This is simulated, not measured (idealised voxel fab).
Process module name: voxel lift off
Square cell edge 5 nm, section width 295 nm, ID cut.
Cross-section format: a grid of square cells, given as bands from top to bottom; each band is one or more rows of cells.
Basically the band line says how high the top is and how high the bottom is, in nm, and then what's in it from left to right, every material with its width in nm. Empty space shows up as "empty", and if a single material carries "edge to edge" it runs the full band edge to edge.
The reference from which all heights are counted is 0, the level beneath which the as-received wafer is entirely one material; the lowest band, having no lower bound, proceeds downward and is written after the example "0 and below".
Width "30->40": first value at the band's top row of cells, second value at its bottom row, equal change from row to row.
For the purposes of this document, the phrase "remained the same" attached to a step denotes that no cell within the cross-section was modified by that step.
"Closed void inventory" lists enclosed empty spaces (at least 8 cells, no open path upward to the top), each as width x height at distance from the left edge, in nm.
Formally, on a step line, whatever follows the settings is a remark that the simulator itself makes on the step.
overlay nm: how far to the right of its planned place the mask lay on this masked step (negative: to the left).
# Intended process steps
| 1 | RECEIVE with material Si |
| 2 | CONFORMAL_DEP with material SiN, thk nm 15 |
| 3 | PATTERN with tone open, mask id LINES, material resist, width nm 20, pitch nm 35, thk nm 30, overlay nm 0 |
| 4 | DIRECTIONAL_DEP with material Ru, thk nm 15 |
| 5 | STRIP with etch materials resist |
| 6 | CONFORMAL_DEP with material SiN, thk nm 5 |
# This is the cross-section of the wafer as we received it, i.e. after step 1
> 0 and below = Si edge to edge
> Closed void inventory: none
# The first of two wafers, cross-sectioned at the end of the module, with the run proceeding as planned
> 35 down to 30 = 115 empty, 30 SiN, 5 empty, 30 SiN, 115 empty
> 30 down to 20 = 115 empty, 5 SiN, 20 Ru, 5 SiN, 5 empty, 5 SiN, 20 Ru, 5 SiN, 115 empty
> 20 down to 15 = 120 SiN, 20 Ru, 15 SiN, 20 Ru, 120 SiN
> 15 down to 0 = SiN edge to edge
> 0 and below = Si edge to edge
> Closed void inventory: none
# Cross-section, wafer two of two, end of module: same start and plan as wafer one, one error in execution
> 35 down to 30 = 105 empty, 30 SiN, 5 empty, 30 SiN, 125 empty
> 30 down to 20 = 105 empty, 5 SiN, 20 Ru, 5 SiN, 5 empty, 5 SiN, 20 Ru, 5 SiN, 125 empty
> 20 down to 15 = 110 SiN, 20 Ru, 15 SiN, 20 Ru, 130 SiN
> 15 down to 0 = SiN edge to edge
> 0 and below = Si edge to edge
> Closed void inventory: none
Which mistake was made when the wafer was run? not per plan at step 3, really ran PATTERN with tone open, mask id LINES, material resist, width nm 20, pitch nm 35, thk nm 30, overlay nm -10
End check, second vs first wafer: material counts in cells match, positions do not.
